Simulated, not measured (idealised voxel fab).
process module | voxel tone inversion
cross-section cut | 300 nm wide | cells 5 nm
A cross-section is a grid of square cells, given in bands from the top down. A band is one or more rows of cells.
Each band's line starts with the height of the band's top and of its bottom, in nm. Then come its materials from left to right, each with its width in nm. One material with "throughout" fills the band from edge to edge. "air" is empty space.
Height 0 is the level under which the wafer as received is all one material. The lowest band goes on downwards, as in "0 down".
A width such as "30 to 40" changes by the same amount from each row of cells to the next, from the band's top row to its bottom row.
"no change" after a step means that no cell of the cross-section changed.
closed voids: empty space of 8 cells or more with no open way to the top, each as width x height at its distance from the left edge, in nm
after a step's settings: what the simulator itself notes on the step
overlay nm, on a step with a mask: how far to the right of its planned place the mask lay; to the left if negative
plan
1 op RECEIVE | material Si
2 op CONFORMAL_DEP | material SiN | thk nm 5
3 op DIRECTIONAL_DEP | material aC | thk nm 20
4 op PATTERN | tone cover | mask id POSTS | material resist | width nm 25 | pitch nm 45 | thk nm 25 | overlay nm 0
5 op DIRECTIONAL_ETCH | etch materials aC | depth nm 20
6 op STRIP | etch materials resist
7 op FILL_DEP | material SiO2 | thk nm 10
8 op CMP | height nm 25
9 op STRIP | etch materials aC
as received, after step 1
  0 down: Si throughout
  closed voids: none
a wafer at the end: this start, this plan, one mistake
  25 to 20: SiO2 throughout
  20 to 0: SiO2 70 | aC 25 | SiO2 20 | aC 25 | SiO2 20 | aC 25 | SiO2 20 | aC 25 | SiO2 70
  0 down: Si throughout
  closed voids: none
what went wrong: step 2 was left out
